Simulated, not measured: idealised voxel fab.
Presented below is a process module, voxel lift off.
Cross-section cut spans 170 nm and uses square cells 5 nm in size.
We lay out every cross-section as a grid of square cells and spell it out in bands from the top down, where one band means one or more rows of cells. Heads up on the band format: heights come first, top then bottom, in nm. After that it's the materials left to right, each with its width in nm. A single material flagged "throughout" fills the whole band edge to edge, and "empty" means there's empty space there. Heights are expressed relative to 0, this being the level below which the as-received wafer comprises one material exclusively. The lowest band is unbounded in the downward direction and is denoted as in "0 and below". Width spec "30..40" -> top row of cells at first value, bottom row at second value, equal per-row change in between. Take "nothing got changed" at face value: in the step it is given for, the cross-section changed in none of its cells. Basically, "Closed void register" tells you about the enclosed voids: empty spaces with no open way to the top, 8 cells or bigger, each written width x height at distance, where distance is from the left edge, all in nm. Past the settings on a step's line: simulator remark, on that step. "overlay nm" on a masked step: distance the mask lay right of its planned place, negative for left.

# Process steps - plan
1. RECEIVE | material Si
2. CONFORMAL_DEP | material SiO2 | thk nm 15
3. PATTERN | tone open | mask id LINES | material resist | width nm 25 | pitch nm 55 | thk nm 15 | overlay nm 0
4. DIRECTIONAL_DEP | material Ru | thk nm 5
5. STRIP | etch materials resist
6. CONFORMAL_DEP | material SiO2 | thk nm 5

# Concerning the first of two wafers, which was run in accordance with the plan

# Step 1 complete: cross-section of the wafer as received
  0 and below: Si throughout
  Closed void register: none

# How the wafer stands in section after step 2
  15 down to 0: SiO2 throughout
  Rest of section, below 0: as before.

# How the wafer stands in section after step 3
  30 down to 15: 15 nm resist; 25 nm empty; 30 nm resist; 25 nm empty; 30 nm resist; 25 nm empty; 20 nm resist
  Rest of section, below 15: as before.

# How the wafer stands in section after step 4
  35 down to 30: 15 nm Ru; 25 nm empty; 30 nm Ru; 25 nm empty; 30 nm Ru; 25 nm empty; 20 nm Ru
  30 down to 20: 15 nm resist; 25 nm empty; 30 nm resist; 25 nm empty; 30 nm resist; 25 nm empty; 20 nm resist
  20 down to 15: 15 nm resist; 25 nm Ru; 30 nm resist; 25 nm Ru; 30 nm resist; 25 nm Ru; 20 nm resist
  Rest of section, below 15: as before.

# How the wafer stands in section after step 5
  20 down to 15: 15 nm empty; 25 nm Ru; 30 nm empty; 25 nm Ru; 30 nm empty; 25 nm Ru; 20 nm empty
  Rest of section, below 15: as before.

# How the wafer stands in section after step 6
  25 down to 20: 10 nm empty; 35 nm SiO2; 20 nm empty; 35 nm SiO2; 20 nm empty; 35 nm SiO2; 15 nm empty
  20 down to 15: 15 nm SiO2; 25 nm Ru; 30 nm SiO2; 25 nm Ru; 30 nm SiO2; 25 nm Ru; 20 nm SiO2
  Rest of section, below 15: as before.

# Here the second wafer is described. Its start and its plan were those of the first wafer. Its run contained one mistake. Up to and including step 3, it did exactly what the first wafer did

Second wafer profile in section, at the moment step 4 of the plan was meant to be complete: nothing got changed

# Second wafer profile in section, at the moment step 5 of the plan was meant to be complete
  15 down to 0: SiO2 throughout
  Rest of section, below 0: as before.

# Second wafer profile in section, at the moment step 6 of the plan was meant to be complete
  20 down to 0: SiO2 throughout
  Rest of section, below 0: as before.
In executing the process, a mistake was made relative to the plan: yeah, step 4 of the plan got skipped, never ran
Bottom line after processing is that, in cells, the second wafer is up or down on some materials versus the first: Ru: 15 fewer | SiO2: 6 fewer
